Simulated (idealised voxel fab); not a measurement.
process module | voxel self aligned vias
cross-section cut | 205 nm wide | cells 5 nm
A cross-section is a grid of square cells, given in bands from the top down. A band is one or more rows of cells.
Each band's line starts with the height of the band's top and of its bottom, in nm. Then come its materials from left to right, each with its width in nm. One material with "throughout" fills the band from edge to edge. "air" is empty space.
Height 0 is the level under which the wafer as received is all one material. The lowest band goes on downwards, as in "0 down".
A width such as "30 to 40" changes by the same amount from each row of cells to the next, from the band's top row to its bottom row.
"no change" after a step means that no cell of the cross-section changed.
closed voids: empty space of 8 cells or more with no open way to the top, each as width x height at its distance from the left edge, in nm
after a step's settings: what the simulator itself notes on the step
overlay nm, on a step with a mask: how far to the right of its planned place the mask lay; to the left if negative
plan
1 op RECEIVE | material Si
2 op CONFORMAL_DEP | material SiO2 | thk nm 15
3 op CONFORMAL_DEP | material SiCN | thk nm 5
4 op DIRECTIONAL_DEP | material SiO2 | thk nm 25
5 op MASKED_ETCH | tone open | mask id LINES | width nm 20 | pitch nm 70 | etch materials SiO2 | depth nm 25 | overlay nm 0
6 op CONFORMAL_DEP | material TiN | thk nm 5
7 op FILL_DEP | material W | thk nm 10
8 op CMP | height nm 45
9 op SELECTIVE_ETCH | etch materials W Ru TiN | depth nm 5
10 op FILL_DEP | material SiN | thk nm 5
11 op CMP | height nm 45
12 op DIRECTIONAL_DEP | material SiO2 | thk nm 15
13 op PATTERN | tone open | mask id VIAS | material resist | width nm 40 | thk nm 20 | overlay nm -15
14 op DIRECTIONAL_ETCH | etch materials SiO2 | depth nm 15
15 op DIRECTIONAL_ETCH | etch materials SiN | depth nm 5
16 op STRIP | etch materials resist
17 op CONFORMAL_DEP | material TiN | thk nm 5
18 op FILL_DEP | material W | thk nm 5
19 op CMP | height nm 60
20 op CONFORMAL_DEP | material SiN | thk nm 5
varied across the wafers: overlay nm of step 13. The plan shows the first wafer's value. All wafers start alike
first wafer as received, after step 1
  0 down: Si throughout
  closed voids: none
each wafer at the end: cells of each material gained (+) or lost (-) since it was received, then its closed voids
overlay nm -15 | +41 SiCN | +46 SiN | +387 SiO2 | +34 TiN | +25 W | closed voids: none
overlay nm -10 | +41 SiCN | +45 SiN | +387 SiO2 | +34 TiN | +26 W | closed voids: none
overlay nm -5 | +41 SiCN | +45 SiN | +387 SiO2 | +34 TiN | +26 W | closed voids: none
overlay nm 0 | +41 SiCN | +45 SiN | +387 SiO2 | +34 TiN | +26 W | closed voids: none
overlay nm 5 | +41 SiCN | +45 SiN | +387 SiO2 | +34 TiN | +26 W | closed voids: none
overlay nm 10 | +41 SiCN | +45 SiN | +387 SiO2 | +34 TiN | +26 W | closed voids: none
overlay nm 15 | +41 SiCN | +46 SiN | +387 SiO2 | +34 TiN | +25 W | closed voids: none
